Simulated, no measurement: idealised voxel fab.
Proc. module: voxel wiring stack
For reference, the cross-section in this document is cut, with width 280 nm and square cells of 5 nm.
Throughout this document, each cross-section is represented as a grid of square cells and is presented as a sequence of bands enumerated from the top downward, where a band comprises one or more rows of cells. Each band's line starts with the height of the band's top and of its bottom, in nm. Then come its materials from left to right, each with its width in nm. One material with "throughout" fills the band from edge to edge. "empty" is empty space. The reference from which all heights are counted is 0, the level beneath which the as-received wafer is entirely one material; the lowest band, having no lower bound, proceeds downward and is written after the example "from 0 down". Width "30 to 40": first value at the band's top row of cells, second value at its bottom row, equal change from row to row. Take "nothing changed" at face value: in the step it is given for, the cross-section changed in none of its cells. So "Completely enclosed voids" is basically the list of trapped voids: any empty space of 8 cells or more that can't reach the top through an opening. They're written width x height at distance, the distance being from the left edge, and it's all nm. The remark found on a step's line after its settings is issued by the simulator itself and pertains to that step. On any step carrying a mask, the "overlay nm" setting, if present on the step's line, tells how far right of its planned place the mask lay; negative values point to the left. Read the rest as pairs. Take the cross-section before one process step, then the cross-section after it, which shows only down to the lowest band that changed. Under the pair, find the step between them and its settings. Bear in mind that pairs may come from different runs of this module on the same starting wafer: link a pair to the pair above it only where its entry headed "Status quo ante" says to.

## Status quo ante
    from 0 down = Si throughout
    Completely enclosed voids: none

## Sectional Result
    from 10 to 0 = SiO2 throughout
    Rest of section, below 0: as before.
    Completely enclosed voids: none
Applied between the two views above: CONFORMAL_DEP: material SiO2, thk nm 10

Status quo ante: For the state before this step, see the after cross-section of the pair located directly above.

## Sectional Result
    from 15 to 10 = SiN throughout
    Rest of section, below 10: as before.
    Completely enclosed voids: none
Applied between the two views above: CONFORMAL_DEP: material SiN, thk nm 5

Status quo ante: For the state before this step, see the after cross-section of the pair located directly above.

## Sectional Result
    from 35 to 15 = SiO2 throughout
    Rest of section, below 15: as before.
    Completely enclosed voids: none
Applied between the two views above: DIRECTIONAL_DEP: material SiO2, thk nm 20

Status quo ante: For the state before this step, see the after cross-section of the pair located directly above.

## Sectional Result
    from 35 to 15 = SiO2 90, empty 20, SiO2 20, empty 20, SiO2 20, empty 20, SiO2 90
    Rest of section, below 15: as before.
    Completely enclosed voids: none
Applied between the two views above: MASKED_ETCH: tone open, mask id METAL_1, width nm 20, pitch nm 40, etch materials SiO2, depth nm 20, overlay nm 0

Status quo ante: For the state before this step, see the after cross-section of the pair located directly above.

## Sectional Result
    from 35 to 15 = SiO2 90, empty 20, SiO2 20, empty 20, SiO2 20, empty 20, SiO2 90
    from 15 to 10 = SiN 90, empty 20, SiN 20, empty 20, SiN 20, empty 20, SiN 90
    Rest of section, below 10: as before.
    Completely enclosed voids: none
Applied between the two views above: MASKED_ETCH: tone open, mask id METAL_1, width nm 20, pitch nm 40, etch materials SiN, depth nm 5, overlay nm 0

Status quo ante: For the state before this step, see the after cross-section of the pair located directly above.

## Sectional Result
    from 40 to 35 = TiN 95, empty 10, TiN 30, empty 10, TiN 30, empty 10, TiN 95
    from 35 to 15 = SiO2 90, TiN 5, empty 10, TiN 5, SiO2 20, TiN 5, empty 10, TiN 5, SiO2 20, TiN 5, empty 10, TiN 5, SiO2 90
    from 15 to 10 = SiN 90, TiN 20, SiN 20, TiN 20, SiN 20, TiN 20, SiN 90
    Rest of section, below 10: as before.
    Completely enclosed voids: none
Applied between the two views above: CONFORMAL_DEP: material TiN, thk nm 5

Status quo ante: For the state before this step, see the after cross-section of the pair located directly above.

## Sectional Result
    from 50 to 40 = Ru throughout
    from 40 to 35 = TiN 95, Ru 10, TiN 30, Ru 10, TiN 30, Ru 10, TiN 95
    from 35 to 15 = SiO2 90, TiN 5, Ru 10, TiN 5, SiO2 20, TiN 5, Ru 10, TiN 5, SiO2 20, TiN 5, Ru 10, TiN 5, SiO2 90
    Rest of section, below 15: as before.
    Completely enclosed voids: none
Applied between the two views above: FILL_DEP: material Ru, thk nm 10

Status quo ante: For the state before this step, see the after cross-section of the pair located directly above.

## Sectional Result
    from 35 to 15 = SiO2 90, TiN 5, Ru 10, TiN 5, SiO2 20, TiN 5, Ru 10, TiN 5, SiO2 20, TiN 5, Ru 10, TiN 5, SiO2 90
    Rest of section, below 15: as before.
    Completely enclosed voids: none
Applied between the two views above: CMP: height nm 35

Status quo ante: For the state before this step, see the after cross-section of the pair located directly above.

## Sectional Result
    from 40 to 35 = SiCN throughout
    Rest of section, below 35: as before.
    Completely enclosed voids: none
Applied between the two views above: CONFORMAL_DEP: material SiCN, thk nm 5

Status quo ante: For the state before this step, see the after cross-section of the pair located directly above.

## Sectional Result
    from 55 to 40 = SiO2 throughout
    Rest of section, below 40: as before.
    Completely enclosed voids: none
Applied between the two views above: DIRECTIONAL_DEP: material SiO2, thk nm 15

Status quo ante: For the state before this step, see the after cross-section of the pair located directly above.

## Sectional Result
    from 55 to 40 = SiO2 90, empty 15, SiO2 65, empty 15, SiO2 95
    Rest of section, below 40: as before.
    Completely enclosed voids: none
Applied between the two views above: MASKED_ETCH: tone open, mask id PLUG_1, width nm 15, pitch nm 80, etch materials SiO2, depth nm 15, overlay nm 0

Status quo ante: For the state before this step, see the after cross-section of the pair located directly above.

## Sectional Result
    from 55 to 40 = SiO2 90, empty 15, SiO2 65, empty 15, SiO2 95
    from 40 to 35 = SiCN 90, empty 15, SiCN 65, empty 15, SiCN 95
    Rest of section, below 35: as before.
    Completely enclosed voids: none
Applied between the two views above: MASKED_ETCH: tone open, mask id PLUG_1, width nm 15, pitch nm 80, etch materials SiCN, depth nm 5, overlay nm 0

Status quo ante: For the state before this step, see the after cross-section of the pair located directly above.

## Sectional Result
    from 60 to 55 = TiN 95, empty 5, TiN 75, empty 5, TiN 100
    from 55 to 40 = SiO2 90, TiN 5, empty 5, TiN 5, SiO2 65, TiN 5, empty 5, TiN 5, SiO2 95
    from 40 to 35 = SiCN 90, TiN 15, SiCN 65, TiN 15, SiCN 95
    Rest of section, below 35: as before.
    Completely enclosed voids: none
Applied between the two views above: CONFORMAL_DEP: material TiN, thk nm 5

Status quo ante: For the state before this step, see the after cross-section of the pair located directly above.

## Sectional Result
    from 65 to 60 = W throughout
    from 60 to 55 = TiN 95, W 5, TiN 75, W 5, TiN 100
    from 55 to 40 = SiO2 90, TiN 5, W 5, TiN 5, SiO2 65, TiN 5, W 5, TiN 5, SiO2 95
    Rest of section, below 40: as before.
    Completely enclosed voids: none
Applied between the two views above: FILL_DEP: material W, thk nm 5

Status quo ante: For the state before this step, see the after cross-section of the pair located directly above.

## Sectional Result
    from 55 to 40 = SiO2 90, TiN 5, W 5, TiN 5, SiO2 65, TiN 5, W 5, TiN 5, SiO2 95
    Rest of section, below 40: as before.
    Completely enclosed voids: none
Applied between the two views above: CMP: height nm 55

Status quo ante: For the state before this step, see the after cross-section of the pair located directly above.

## Sectional Result
    from 60 to 55 = SiN throughout
    Rest of section, below 55: as before.
    Completely enclosed voids: none
Applied between the two views above: CONFORMAL_DEP: material SiN, thk nm 5

Status quo ante: For the state before this step, see the after cross-section of the pair located directly above.

## Sectional Result
    from 80 to 60 = lowk throughout
    Rest of section, below 60: as before.
    Completely enclosed voids: none
Applied between the two views above: DIRECTIONAL_DEP: material lowk, thk nm 20

Status quo ante: For the state before this step, see the after cross-section of the pair located directly above.

## Sectional Result
    from 80 to 60 = lowk 90, empty 20, lowk 20, empty 20, lowk 20, empty 20, lowk 90
    Rest of section, below 60: as before.
    Completely enclosed voids: none
Applied between the two views above: MASKED_ETCH: tone open, mask id METAL_2, width nm 20, pitch nm 40, etch materials lowk, depth nm 20, overlay nm 0

Status quo ante: For the state before this step, see the after cross-section of the pair located directly above.

## Sectional Result
    from 80 to 60 = lowk 90, empty 20, lowk 20, empty 20, lowk 20, empty 20, lowk 90
    from 60 to 55 = SiN 90, empty 20, SiN 20, empty 20, SiN 20, empty 20, SiN 90
    Rest of section, below 55: as before.
    Completely enclosed voids: none
Applied between the two views above: MASKED_ETCH: tone open, mask id METAL_2, width nm 20, pitch nm 40, etch materials SiN, depth nm 5, overlay nm 0

Status quo ante: For the state before this step, see the after cross-section of the pair located directly above.

## Sectional Result
    from 85 to 80 = TiN 95, empty 10, TiN 30, empty 10, TiN 30, empty 10, TiN 95
    from 80 to 60 = lowk 90, TiN 5, empty 10, TiN 5, lowk 20, TiN 5, empty 10, TiN 5, lowk 20, TiN 5, empty 10, TiN 5, lowk 90
    from 60 to 55 = SiN 90, TiN 20, SiN 20, TiN 20, SiN 20, TiN 20, SiN 90
    Rest of section, below 55: as before.
    Completely enclosed voids: none
Applied between the two views above: CONFORMAL_DEP: material TiN, thk nm 5

Status quo ante: For the state before this step, see the after cross-section of the pair located directly above.

## Sectional Result
    from 90 to 85 = Cu throughout
    from 85 to 80 = TiN 95, Cu 10, TiN 30, Cu 10, TiN 30, Cu 10, TiN 95
    from 80 to 60 = lowk 90, TiN 5, Cu 10, TiN 5, lowk 20, TiN 5, Cu 10, TiN 5, lowk 20, TiN 5, Cu 10, TiN 5, lowk 90
    Rest of section, below 60: as before.
    Completely enclosed voids: none
Applied between the two views above: FILL_DEP: material Cu, thk nm 5

Status quo ante: For the state before this step, see the after cross-section of the pair located directly above.

## Sectional Result
    from 80 to 60 = lowk 90, TiN 5, Cu 10, TiN 5, lowk 20, TiN 5, Cu 10, TiN 5, lowk 20, TiN 5, Cu 10, TiN 5, lowk 90
    Rest of section, below 60: as before.
    Completely enclosed voids: none
Applied between the two views above: CMP: height nm 80

Status quo ante: For the state before this step, see the after cross-section of the pair located directly above.

## Sectional Result
    from 85 to 80 = SiCN throughout
    Rest of section, below 80: as before.
    Completely enclosed voids: none
Applied between the two views above: CONFORMAL_DEP: material SiCN, thk nm 5

Status quo ante: For the state before this step, see the after cross-section of the pair located directly above.

## Sectional Result
    from 120 to 85 = lowk throughout
    Rest of section, below 85: as before.
    Completely enclosed voids: none
Applied between the two views above: DIRECTIONAL_DEP: material lowk, thk nm 35

Status quo ante: For the state before this step, see the after cross-section of the pair located directly above.

## Sectional Result
    from 120 to 100 = lowk 90, empty 20, lowk 20, empty 20, lowk 20, empty 20, lowk 90
    Rest of section, below 100: as before.
    Completely enclosed voids: none
Applied between the two views above: MASKED_ETCH: tone open, mask id METAL_3, width nm 20, pitch nm 40, etch materials lowk, depth nm 20, overlay nm 0

Status quo ante: For the state before this step, see the after cross-section of the pair located directly above.

## Sectional Result
    from 130 to 120 = aC 90, empty 20, aC 20, empty 20, aC 20, empty 20, aC 90
    from 120 to 110 = lowk 90, empty 20, lowk 20, empty 20, lowk 20, empty 20, lowk 90
    from 110 to 100 = lowk 90, aC 20, lowk 20, aC 20, lowk 20, aC 20, lowk 90
    Rest of section, below 100: as before.
    Completely enclosed voids: none
Applied between the two views above: DIRECTIONAL_DEP: material aC, thk nm 10

Status quo ante: For the state before this step, see the after cross-section of the pair located directly above.

## Sectional Result
    from 155 to 130 = resist 90, empty 15, resist 65, empty 15, resist 95
    from 130 to 120 = aC 90, empty 15, resist 5, aC 20, resist 20, aC 20, empty 15, resist 5, aC 90
    from 120 to 110 = lowk 90, empty 15, resist 5, lowk 20, resist 20, lowk 20, empty 15, resist 5, lowk 90
    Rest of section, below 110: as before.
    Completely enclosed voids: none
Applied between the two views above: PATTERN: tone open, mask id METAL_3_HOLES, material resist, width nm 15, pitch nm 80, thk nm 25, overlay nm 0

Status quo ante: For the state before this step, see the after cross-section of the pair located directly above.

## Sectional Result
    from 145 to 130 = resist 90, empty 15, resist 65, empty 15, resist 95
    from 130 to 120 = aC 90, empty 15, resist 5, aC 20, resist 20, aC 20, empty 15, resist 5, aC 90
    from 120 to 110 = lowk 90, empty 15, resist 5, lowk 20, resist 20, lowk 20, empty 15, resist 5, lowk 90
    from 110 to 100 = lowk 90, empty 15, aC 5, lowk 20, aC 20, lowk 20, empty 15, aC 5, lowk 90
    Rest of section, below 100: as before.
    Completely enclosed voids: none
Applied between the two views above: DIRECTIONAL_ETCH: etch materials aC, depth nm 10

Status quo ante: For the state before this step, see the after cross-section of the pair located directly above.

## Sectional Result
    from 130 to 120 = aC 90, empty 20, aC 20, empty 20, aC 20, empty 20, aC 90
    from 120 to 110 = lowk 90, empty 20, lowk 20, empty 20, lowk 20, empty 20, lowk 90
    Rest of section, below 110: as before.
    Completely enclosed voids: none
Applied between the two views above: STRIP: etch materials resist

Status quo ante: For the state before this step, see the after cross-section of the pair located directly above.

## Sectional Result
    from 130 to 120 = aC 90, empty 20, aC 20, empty 20, aC 20, empty 20, aC 90
    from 120 to 110 = lowk 90, empty 20, lowk 20, empty 20, lowk 20, empty 20, lowk 90
    from 110 to 100 = lowk 90, empty 15, aC 5, lowk 20, aC 20, lowk 20, empty 15, aC 5, lowk 90
    from 100 to 85 = lowk 90, empty 15, lowk 65, empty 15, lowk 95
    Rest of section, below 85: as before.
    Completely enclosed voids: none
Applied between the two views above: DIRECTIONAL_ETCH: etch materials lowk, depth nm 15

Status quo ante: For the state before this step, see the after cross-section of the pair located directly above.

## Sectional Result
    from 130 to 120 = aC 90, empty 20, aC 20, empty 20, aC 20, empty 20, aC 90
    from 120 to 110 = lowk 90, empty 20, lowk 20, empty 20, lowk 20, empty 20, lowk 90
    from 110 to 100 = lowk 90, empty 15, aC 5, lowk 20, aC 20, lowk 20, empty 15, aC 5, lowk 90
    from 100 to 85 = lowk 90, empty 15, lowk 65, empty 15, lowk 95
    from 85 to 80 = SiCN 90, empty 15, SiCN 65, empty 15, SiCN 95
    Rest of section, below 80: as before.
    Completely enclosed voids: none
Applied between the two views above: DIRECTIONAL_ETCH: etch materials SiCN, depth nm 5

Status quo ante: For the state before this step, see the after cross-section of the pair located directly above.

## Sectional Result
    from 120 to 100 = lowk 90, empty 20, lowk 20, empty 20, lowk 20, empty 20, lowk 90
    Rest of section, below 100: as before.
    Completely enclosed voids: none
Applied between the two views above: STRIP: etch materials aC

Status quo ante: For the state before this step, see the after cross-section of the pair located directly above.

## Sectional Result
    from 125 to 120 = TiN 95, empty 10, TiN 30, empty 10, TiN 30, empty 10, TiN 95
    from 120 to 105 = lowk 90, TiN 5, empty 10, TiN 5, lowk 20, TiN 5, empty 10, TiN 5, lowk 20, TiN 5, empty 10, TiN 5, lowk 90
    from 105 to 100 = lowk 90, TiN 5, empty 5, TiN 10, lowk 20, TiN 20, lowk 20, TiN 5, empty 5, TiN 10, lowk 90
    from 100 to 85 = lowk 90, TiN 5, empty 5, TiN 5, lowk 65, TiN 5, empty 5, TiN 5, lowk 95
    from 85 to 80 = SiCN 90, TiN 15, SiCN 65, TiN 15, SiCN 95
    Rest of section, below 80: as before.
    Completely enclosed voids: none
Applied between the two views above: CONFORMAL_DEP: material TiN, thk nm 5

Status quo ante: For the state before this step, see the after cross-section of the pair located directly above.

## Sectional Result
    from 135 to 125 = Cu throughout
    from 125 to 120 = TiN 95, Cu 10, TiN 30, Cu 10, TiN 30, Cu 10, TiN 95
    from 120 to 105 = lowk 90, TiN 5, Cu 10, TiN 5, lowk 20, TiN 5, Cu 10, TiN 5, lowk 20, TiN 5, Cu 10, TiN 5, lowk 90
    from 105 to 100 = lowk 90, TiN 5, Cu 5, TiN 10, lowk 20, TiN 20, lowk 20, TiN 5, Cu 5, TiN 10, lowk 90
    from 100 to 85 = lowk 90, TiN 5, Cu 5, TiN 5, lowk 65, TiN 5, Cu 5, TiN 5, lowk 95
    Rest of section, below 85: as before.
    Completely enclosed voids: none
Applied between the two views above: FILL_DEP: material Cu, thk nm 10

Status quo ante: For the state before this step, see the after cross-section of the pair located directly above.

## Sectional Result
    from 120 to 105 = lowk 90, TiN 5, Cu 10, TiN 5, lowk 20, TiN 5, Cu 10, TiN 5, lowk 20, TiN 5, Cu 10, TiN 5, lowk 90
    Rest of section, below 105: as before.
    Completely enclosed voids: none
Applied between the two views above: CMP: height nm 120

Status quo ante: For the state before this step, see the after cross-section of the pair located directly above.

## Sectional Result
    from 125 to 120 = SiN throughout
    Rest of section, below 120: as before.
    Completely enclosed voids: none
Applied between the two views above: CONFORMAL_DEP: material SiN, thk nm 5

## Status quo ante
    from 135 to 125 = Cu throughout
    from 125 to 120 = TiN 95, Cu 10, TiN 30, Cu 10, TiN 30, Cu 10, TiN 95
    from 120 to 105 = lowk 90, TiN 5, Cu 10, TiN 5, lowk 20, TiN 5, Cu 10, TiN 5, lowk 20, TiN 5, Cu 10, TiN 5, lowk 90
    from 105 to 100 = lowk 90, TiN 5, Cu 5, TiN 10, lowk 20, TiN 20, lowk 20, TiN 5, Cu 5, TiN 10, lowk 90
    from 100 to 85 = lowk 90, TiN 5, Cu 5, TiN 5, lowk 65, TiN 5, Cu 5, TiN 5, lowk 95
    from 85 to 80 = SiCN 90, TiN 15, SiCN 65, TiN 15, SiCN 95
    from 80 to 60 = lowk 90, TiN 5, Cu 10, TiN 5, lowk 20, TiN 5, Cu 10, TiN 5, lowk 20, TiN 5, Cu 10, TiN 5, lowk 90
    from 60 to 55 = SiN 90, TiN 20, SiN 20, TiN 20, SiN 20, TiN 20, SiN 90
    from 55 to 40 = SiO2 90, TiN 5, W 5, TiN 5, SiO2 65, TiN 5, W 5, TiN 5, SiO2 95
    from 40 to 35 = SiCN 90, TiN 15, SiCN 65, TiN 15, SiCN 95
    from 35 to 15 = SiO2 90, TiN 5, Ru 10, TiN 5, SiO2 20, TiN 5, Ru 10, TiN 5, SiO2 20, TiN 5, Ru 10, TiN 5, SiO2 90
    from 15 to 10 = SiN 90, TiN 20, SiN 20, TiN 20, SiN 20, TiN 20, SiN 90
    from 10 to 0 = SiO2 throughout
    from 0 down = Si throughout
    Completely enclosed voids: none

## Sectional Result
    from 140 to 135 = SiN throughout
    Rest of section, below 135: as before.
    Completely enclosed voids: none
Applied between the two views above: CONFORMAL_DEP: material SiN, thk nm 5

## Status quo ante
    from 120 to 85 = lowk throughout
    from 85 to 80 = SiCN throughout
    from 80 to 60 = lowk 90, TiN 5, Cu 10, TiN 5, lowk 20, TiN 5, Cu 10, TiN 5, lowk 20, TiN 5, Cu 10, TiN 5, lowk 90
    from 60 to 55 = SiN 90, TiN 20, SiN 20, TiN 20, SiN 20, TiN 20, SiN 90
    from 55 to 40 = SiO2 90, TiN 5, W 5, TiN 5, SiO2 65, TiN 5, W 5, TiN 5, SiO2 95
    from 40 to 35 = SiCN 90, TiN 15, SiCN 65, TiN 15, SiCN 95
    from 35 to 15 = SiO2 90, TiN 5, Ru 10, TiN 5, SiO2 20, TiN 5, Ru 10, TiN 5, SiO2 20, TiN 5, Ru 10, TiN 5, SiO2 90
    from 15 to 10 = SiN 90, TiN 20, SiN 20, TiN 20, SiN 20, TiN 20, SiN 90
    from 10 to 0 = SiO2 throughout
    from 0 down = Si throughout
    Completely enclosed voids: none

## Sectional Result
    from 155 to 85 = lowk throughout
    Rest of section, below 85: as before.
    Completely enclosed voids: none
Applied between the two views above: DIRECTIONAL_DEP: material lowk, thk nm 35

Status quo ante: For the state before this step, see the after cross-section of the pair located directly above.

## Sectional Result
    from 155 to 135 = lowk 90, empty 20, lowk 20, empty 20, lowk 20, empty 20, lowk 90
    Rest of section, below 135: as before.
    Completely enclosed voids: none
Applied between the two views above: MASKED_ETCH: tone open, mask id METAL_3, width nm 20, pitch nm 40, etch materials lowk, depth nm 20, overlay nm 0

Status quo ante: For the state before this step, see the after cross-section of the pair located directly above.

## Sectional Result
    from 165 to 155 = aC 90, empty 20, aC 20, empty 20, aC 20, empty 20, aC 90
    from 155 to 145 = lowk 90, empty 20, lowk 20, empty 20, lowk 20, empty 20, lowk 90
    from 145 to 135 = lowk 90, aC 20, lowk 20, aC 20, lowk 20, aC 20, lowk 90
    Rest of section, below 135: as before.
    Completely enclosed voids: none
Applied between the two views above: DIRECTIONAL_DEP: material aC, thk nm 10

Status quo ante: For the state before this step, see the after cross-section of the pair located directly above.

## Sectional Result
    from 190 to 165 = resist 90, empty 15, resist 65, empty 15, resist 95
    from 165 to 155 = aC 90, empty 15, resist 5, aC 20, resist 20, aC 20, empty 15, resist 5, aC 90
    from 155 to 145 = lowk 90, empty 15, resist 5, lowk 20, resist 20, lowk 20, empty 15, resist 5, lowk 90
    Rest of section, below 145: as before.
    Completely enclosed voids: none
Applied between the two views above: PATTERN: tone open, mask id METAL_3_HOLES, material resist, width nm 15, pitch nm 80, thk nm 25, overlay nm 0

Status quo ante: For the state before this step, see the after cross-section of the pair located directly above.

## Sectional Result
    from 180 to 165 = resist 90, empty 15, resist 65, empty 15, resist 95
    from 165 to 155 = aC 90, empty 15, resist 5, aC 20, resist 20, aC 20, empty 15, resist 5, aC 90
    from 155 to 145 = lowk 90, empty 15, resist 5, lowk 20, resist 20, lowk 20, empty 15, resist 5, lowk 90
    from 145 to 135 = lowk 90, empty 15, aC 5, lowk 20, aC 20, lowk 20, empty 15, aC 5, lowk 90
    Rest of section, below 135: as before.
    Completely enclosed voids: none
Applied between the two views above: DIRECTIONAL_ETCH: etch materials aC, depth nm 10

Status quo ante: For the state before this step, see the after cross-section of the pair located directly above.

## Sectional Result
    from 165 to 155 = aC 90, empty 20, aC 20, empty 20, aC 20, empty 20, aC 90
    from 155 to 145 = lowk 90, empty 20, lowk 20, empty 20, lowk 20, empty 20, lowk 90
    Rest of section, below 145: as before.
    Completely enclosed voids: none
Applied between the two views above: STRIP: etch materials resist

Status quo ante: For the state before this step, see the after cross-section of the pair located directly above.

## Sectional Result
    from 165 to 155 = aC 90, empty 20, aC 20, empty 20, aC 20, empty 20, aC 90
    from 155 to 145 = lowk 90, empty 20, lowk 20, empty 20, lowk 20, empty 20, lowk 90
    from 145 to 135 = lowk 90, empty 15, aC 5, lowk 20, aC 20, lowk 20, empty 15, aC 5, lowk 90
    from 135 to 120 = lowk 90, empty 15, lowk 65, empty 15, lowk 95
    Rest of section, below 120: as before.
    Completely enclosed voids: none
Applied between the two views above: DIRECTIONAL_ETCH: etch materials lowk, depth nm 15

Status quo ante: For the state before this step, see the after cross-section of the pair located directly above.

## Sectional Result
    from 155 to 135 = lowk 90, empty 20, lowk 20, empty 20, lowk 20, empty 20, lowk 90
    Rest of section, below 135: as before.
    Completely enclosed voids: none
Applied between the two views above: STRIP: etch materials aC

Status quo ante: For the state before this step, see the after cross-section of the pair located directly above.

## Sectional Result
    from 160 to 155 = TiN 95, empty 10, TiN 30, empty 10, TiN 30, empty 10, TiN 95
    from 155 to 140 = lowk 90, TiN 5, empty 10, TiN 5, lowk 20, TiN 5, empty 10, TiN 5, lowk 20, TiN 5, empty 10, TiN 5, lowk 90
    from 140 to 135 = lowk 90, TiN 5, empty 5, TiN 10, lowk 20, TiN 20, lowk 20, TiN 5, empty 5, TiN 10, lowk 90
    from 135 to 125 = lowk 90, TiN 5, empty 5, TiN 5, lowk 65, TiN 5, empty 5, TiN 5, lowk 95
    from 125 to 120 = lowk 90, TiN 15, lowk 65, TiN 15, lowk 95
    Rest of section, below 120: as before.
    Completely enclosed voids: none
Applied between the two views above: CONFORMAL_DEP: material TiN, thk nm 5

Status quo ante: For the state before this step, see the after cross-section of the pair located directly above.

## Sectional Result
    from 170 to 160 = Cu throughout
    from 160 to 155 = TiN 95, Cu 10, TiN 30, Cu 10, TiN 30, Cu 10, TiN 95
    from 155 to 140 = lowk 90, TiN 5, Cu 10, TiN 5, lowk 20, TiN 5, Cu 10, TiN 5, lowk 20, TiN 5, Cu 10, TiN 5, lowk 90
    from 140 to 135 = lowk 90, TiN 5, Cu 5, TiN 10, lowk 20, TiN 20, lowk 20, TiN 5, Cu 5, TiN 10, lowk 90
    from 135 to 125 = lowk 90, TiN 5, Cu 5, TiN 5, lowk 65, TiN 5, Cu 5, TiN 5, lowk 95
    Rest of section, below 125: as before.
    Completely enclosed voids: none
Applied between the two views above: FILL_DEP: material Cu, thk nm 10

Status quo ante: For the state before this step, see the after cross-section of the pair located directly above.

## Sectional Result
    from 120 to 85 = lowk throughout
    Rest of section, below 85: as before.
    Completely enclosed voids: none
Applied between the two views above: CMP: height nm 120

Status quo ante: For the state before this step, see the after cross-section of the pair located directly above.

## Sectional Result
    from 125 to 120 = SiN throughout
    Rest of section, below 120: as before.
    Completely enclosed voids: none
Applied between the two views above: CONFORMAL_DEP: material SiN, thk nm 5

## Status quo ante
    from 35 to 15 = SiO2 90, TiN 5, Ru 10, TiN 5, SiO2 20, TiN 5, Ru 10, TiN 5, SiO2 20, TiN 5, Ru 10, TiN 5, SiO2 90
    from 15 to 10 = SiN 90, TiN 20, SiN 20, TiN 20, SiN 20, TiN 20, SiN 90
    from 10 to 0 = SiO2 throughout
    from 0 down = Si throughout
    Completely enclosed voids: none

## Sectional Result
    from 50 to 35 = SiO2 throughout
    Rest of section, below 35: as before.
    Completely enclosed voids: none
Applied between the two views above: DIRECTIONAL_DEP: material SiO2, thk nm 15

Status quo ante: For the state before this step, see the after cross-section of the pair located directly above.

## Sectional Result
    from 55 to 50 = SiCN throughout
    Rest of section, below 50: as before.
    Completely enclosed voids: none
Applied between the two views above: CONFORMAL_DEP: material SiCN, thk nm 5

Status quo ante: For the state before this step, see the after cross-section of the pair located directly above.

## Sectional Result
    from 55 to 50 = SiCN 90, empty 15, SiCN 65, empty 15, SiCN 95
    Rest of section, below 50: as before.
    Completely enclosed voids: none
Applied between the two views above: MASKED_ETCH: tone open, mask id PLUG_1, width nm 15, pitch nm 80, etch materials SiCN, depth nm 5, overlay nm 0

Status quo ante: For the state before this step, see the after cross-section of the pair located directly above.

## Sectional Result
    from 60 to 55 = TiN 95, empty 5, TiN 75, empty 5, TiN 100
    from 55 to 50 = SiCN 90, TiN 15, SiCN 65, TiN 15, SiCN 95
    Rest of section, below 50: as before.
    Completely enclosed voids: none
Applied between the two views above: CONFORMAL_DEP: material TiN, thk nm 5

Status quo ante: For the state before this step, see the after cross-section of the pair located directly above.

## Sectional Result
    from 65 to 60 = W throughout
    from 60 to 55 = TiN 95, W 5, TiN 75, W 5, TiN 100
    Rest of section, below 55: as before.
    Completely enclosed voids: none
Applied between the two views above: FILL_DEP: material W, thk nm 5

Status quo ante: For the state before this step, see the after cross-section of the pair located directly above.

## Sectional Result
    from 55 to 50 = SiCN 90, TiN 15, SiCN 65, TiN 15, SiCN 95
    Rest of section, below 50: as before.
    Completely enclosed voids: none
Applied between the two views above: CMP: height nm 55

Status quo ante: For the state before this step, see the after cross-section of the pair located directly above.

## Sectional Result
    from 60 to 55 = SiN throughout
    Rest of section, below 55: as before.
    Completely enclosed voids: none
Applied between the two views above: CONFORMAL_DEP: material SiN, thk nm 5

Status quo ante: For the state before this step, see the after cross-section of the pair located directly above.

## Sectional Result
    from 80 to 60 = lowk throughout
    Rest of section, below 60: as before.
    Completely enclosed voids: none
Applied between the two views above: DIRECTIONAL_DEP: material lowk, thk nm 20

Status quo ante: For the state before this step, see the after cross-section of the pair located directly above.

## Sectional Result
    from 80 to 60 = lowk 90, empty 20, lowk 20, empty 20, lowk 20, empty 20, lowk 90
    Rest of section, below 60: as before.
    Completely enclosed voids: none
Applied between the two views above: MASKED_ETCH: tone open, mask id METAL_2, width nm 20, pitch nm 40, etch materials lowk, depth nm 20, overlay nm 0

Status quo ante: For the state before this step, see the after cross-section of the pair located directly above.

## Sectional Result
    from 80 to 60 = lowk 90, empty 20, lowk 20, empty 20, lowk 20, empty 20, lowk 90
    from 60 to 55 = SiN 90, empty 20, SiN 20, empty 20, SiN 20, empty 20, SiN 90
    Rest of section, below 55: as before.
    Completely enclosed voids: none
Applied between the two views above: MASKED_ETCH: tone open, mask id METAL_2, width nm 20, pitch nm 40, etch materials SiN, depth nm 5, overlay nm 0

Status quo ante: For the state before this step, see the after cross-section of the pair located directly above.

## Sectional Result
    from 85 to 80 = TiN 95, empty 10, TiN 30, empty 10, TiN 30, empty 10, TiN 95
    from 80 to 60 = lowk 90, TiN 5, empty 10, TiN 5, lowk 20, TiN 5, empty 10, TiN 5, lowk 20, TiN 5, empty 10, TiN 5, lowk 90
    from 60 to 55 = SiN 90, TiN 20, SiN 20, TiN 20, SiN 20, TiN 20, SiN 90
    Rest of section, below 55: as before.
    Completely enclosed voids: none
Applied between the two views above: CONFORMAL_DEP: material TiN, thk nm 5

Status quo ante: For the state before this step, see the after cross-section of the pair located directly above.

## Sectional Result
    from 90 to 85 = Cu throughout
    from 85 to 80 = TiN 95, Cu 10, TiN 30, Cu 10, TiN 30, Cu 10, TiN 95
    from 80 to 60 = lowk 90, TiN 5, Cu 10, TiN 5, lowk 20, TiN 5, Cu 10, TiN 5, lowk 20, TiN 5, Cu 10, TiN 5, lowk 90
    Rest of section, below 60: as before.
    Completely enclosed voids: none
Applied between the two views above: FILL_DEP: material Cu, thk nm 5

Status quo ante: For the state before this step, see the after cross-section of the pair located directly above.

## Sectional Result
    from 80 to 60 = lowk 90, TiN 5, Cu 10, TiN 5, lowk 20, TiN 5, Cu 10, TiN 5, lowk 20, TiN 5, Cu 10, TiN 5, lowk 90
    Rest of section, below 60: as before.
    Completely enclosed voids: none
Applied between the two views above: CMP: height nm 80

Status quo ante: For the state before this step, see the after cross-section of the pair located directly above.

## Sectional Result
    from 85 to 80 = SiCN throughout
    Rest of section, below 80: as before.
    Completely enclosed voids: none
Applied between the two views above: CONFORMAL_DEP: material SiCN, thk nm 5

Status quo ante: For the state before this step, see the after cross-section of the pair located directly above.

## Sectional Result
    from 120 to 85 = lowk throughout
    Rest of section, below 85: as before.
    Completely enclosed voids: none
Applied between the two views above: DIRECTIONAL_DEP: material lowk, thk nm 35

Status quo ante: For the state before this step, see the after cross-section of the pair located directly above.

## Sectional Result
    from 120 to 100 = lowk 90, empty 20, lowk 20, empty 20, lowk 20, empty 20, lowk 90
    Rest of section, below 100: as before.
    Completely enclosed voids: none
Applied between the two views above: MASKED_ETCH: tone open, mask id METAL_3, width nm 20, pitch nm 40, etch materials lowk, depth nm 20, overlay nm 0

Status quo ante: For the state before this step, see the after cross-section of the pair located directly above.

## Sectional Result
    from 130 to 120 = aC 90, empty 20, aC 20, empty 20, aC 20, empty 20, aC 90
    from 120 to 110 = lowk 90, empty 20, lowk 20, empty 20, lowk 20, empty 20, lowk 90
    from 110 to 100 = lowk 90, aC 20, lowk 20, aC 20, lowk 20, aC 20, lowk 90
    Rest of section, below 100: as before.
    Completely enclosed voids: none
Applied between the two views above: DIRECTIONAL_DEP: material aC, thk nm 10
